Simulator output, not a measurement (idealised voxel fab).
voxel self aligned contacts: a process module
The width of the displayed cross-section, cut, is 230 nm; its cells are square, with a size of 5 nm.
Cross-section = grid of square cells, listed top down in bands; band = one or more rows.
The entry gives the band's vertical extent as a top height and a bottom height in nm, then its horizontal make-up as materials from left to right, each with a width in nm. "air" stands for empty space; a single material marked "full width" fills the band edge to edge.
For the purposes of this specification, 0 denotes the height below which the wafer in its as-received condition is composed wholly of one material, and the lowermost band, lacking a lower limit, extends downward without end, as expressed in "0 and below".
With a width like "30 to 40", each row of cells in the band differs from the next by the same amount, the top row carrying the first number and the bottom row the second.
For the purposes of this document, the phrase "everything unchanged" attached to a step denotes that no cell within the cross-section was modified by that step.
So "Entrapped voids" is basically the list of trapped voids: any empty space of 8 cells or more that can't reach the top through an opening. They're written width x height at distance, the distance being from the left edge, and it's all nm.
Whatever follows a step's settings on its line is a remark the simulator itself makes about that step.
A step line may carry the setting "overlay nm", which, for steps involving a mask, states the distance by which the mask lay to the right of its intended position; negative values denote displacement to the left.

List of planned process steps
1 RECEIVE, material Si
2 OXIDIZE, depth nm 5
3 DIRECTIONAL_DEP, material polySi, thk nm 30
4 DIRECTIONAL_DEP, material SiN, thk nm 20
5 MASKED_ETCH, tone cover, mask id GATE, width nm 25, pitch nm 55, etch materials SiN, depth nm 20, overlay nm 0
6 MASKED_ETCH, tone cover, mask id GATE, width nm 25, pitch nm 55, etch materials polySi, depth nm 30, overlay nm 0
7 CONFORMAL_DEP, material SiN, thk nm 5
8 DIRECTIONAL_ETCH, etch materials SiN, depth nm 5
9 FILL_DEP, material SiO2, thk nm 15
10 CMP, height nm 60
11 PATTERN, tone open, mask id CONTACT, material resist, width nm 40, thk nm 15, overlay nm 0
12 DIRECTIONAL_ETCH, etch materials SiO2, depth nm 65
13 STRIP, etch materials resist
14 CONFORMAL_DEP, material TiN, thk nm 5
15 FILL_DEP, material Ru, thk nm 10
16 CMP, height nm 60
17 CONFORMAL_DEP, material SiCN, thk nm 5

Delivered wafer in cross-section: state after step 1
  0 and below  Si full width
  Entrapped voids: none

Module complete - cross-section of the first of two wafers, run according to plan
  65 down to 60  SiCN full width
  60 down to 50  SiO2 95 nm / TiN 5 to 15 nm / Ru 30 to 10 nm / TiN 5 to 15 nm / SiO2 95 nm
  50 down to 30  SiO2 70 nm / SiN 35 nm / TiN 5 nm / Ru 10 nm / TiN 5 nm / SiN 35 nm / SiO2 70 nm
  30 down to 0  SiO2 70 nm / SiN 5 nm / polySi 25 nm / SiN 5 nm / TiN 5 nm / Ru 10 nm / TiN 5 nm / SiN 5 nm / polySi 25 nm / SiN 5 nm / SiO2 70 nm
  0 down to -5  SiO2 105 nm / TiN 20 nm / SiO2 105 nm
  -5 and below  Si full width
  Entrapped voids: none

Cross-section of the latter of the two wafers at module completion. It had an identical start and an identical plan to the former; in running it, one mistake was made
  65 down to 60  SiCN full width
  60 down to 55  SiO2 95 nm / TiN 5 nm / Ru 30 nm / TiN 5 nm / SiO2 95 nm
  55 down to 50  SiO2 95 nm / TiN 40 nm / SiO2 95 nm
  50 down to 30  SiN 80 nm / SiO2 15 nm / SiN 40 nm / SiO2 15 nm / SiN 80 nm
  30 down to 0  polySi full width
  0 down to -5  SiO2 full width
  -5 and below  Si full width
  Entrapped voids: none
Short version of what went wrong: step 5 ran as: MASKED_ETCH, tone open, mask id GATE, width nm 25, pitch nm 55, etch materials SiN, depth nm 20, overlay nm 0
Bottom line after processing is that, in cells, the second wafer is up or down on some materials versus the first: 22 fewer of Ru; 80 more of SiN; 252 fewer of SiO2; 22 fewer of TiN; 216 more of polySi
